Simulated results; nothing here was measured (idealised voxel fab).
Module name: voxel double patterning (process module)
FYI the section here is cut, 180 nm wide, cells are 5 nm squares.
Cross-section layout: square cells on a grid; listed as bands, top to bottom; a band spans one or more cell rows.
In this notation a band is specified by the heights of its top and bottom, in that order and in nm, after which its materials appear from left to right, each paired with its width in nm. The word "edge to edge" attached to a single material means that material fills the band from edge to edge; the word "blank" stands for empty space.
It should be noted that heights are counted from 0, beneath which the wafer as supplied is of one material throughout, and that the lowest band possesses no lower boundary but continues downward, as written in "top 0, no bottom".
You'd read "30->40" like this: the band's top row of cells is as wide as the first number, its bottom row is as wide as the second, and going down, every row changes width by the same amount as the row before did.
"nothing altered" after a step means that no cell of the cross-section changed.
Entry "Fully sealed cavities" = empty spaces >= 8 cells with no open way to the top; each as width x height at distance, distance from left edge, all nm.
Heads up: the bit after the settings on a step's line is the simulator's remark on that step.
The line of a step may include "overlay nm". On a step with a mask, this value is how far to the right of its planned place the mask lay. A negative value means the mask lay to the left.

The process steps that were planned are listed below
- 1: RECEIVE with material Si
- 2: CONFORMAL_DEP with material SiO2, thk nm 10
- 3: DIRECTIONAL_DEP with material polySi, thk nm 10
- 4: DIRECTIONAL_DEP with material SiN, thk nm 10
- 5: MASKED_ETCH with tone open, mask id FIRST, width nm 15, pitch nm 50, etch materials SiN, depth nm 10, overlay nm 0
- 6: DIRECTIONAL_DEP with material aC, thk nm 15
- 7: PATTERN with tone open, mask id SECOND, material resist, width nm 15, thk nm 35, overlay nm 0
- 8: DIRECTIONAL_ETCH with etch materials aC, depth nm 15
- 9: STRIP with etch materials resist
- 10: DIRECTIONAL_ETCH with etch materials SiN, depth nm 10
- 11: STRIP with etch materials aC
- 12: DIRECTIONAL_ETCH with etch materials polySi, depth nm 10
- 13: STRIP with etch materials SiN

As-received wafer cross-section (after step 1)
- top 0, no bottom = Si edge to edge
- Fully sealed cavities: none

As-planned run: cross-section of the first of two wafers at end of module
- top 20, bottom 10 = polySi=55 / blank=15 / polySi=10 / blank=15 / polySi=10 / blank=15 / polySi=60
- top 10, bottom 0 = SiO2 edge to edge
- top 0, no bottom = Si edge to edge
- Fully sealed cavities: none

Wafer two cross-section, module end. Start and plan unchanged from wafer one; one mistake made during the run
- top 10, bottom 0 = polySi=55 / blank=15 / polySi=10 / blank=15 / polySi=10 / blank=15 / polySi=60
- top 0, no bottom = Si edge to edge
- Fully sealed cavities: none
Deviation noted in wafer processing: step 2 was left out
Wafer comparison, final, in cells, second relative to first, materials more or fewer: SiO2 -72
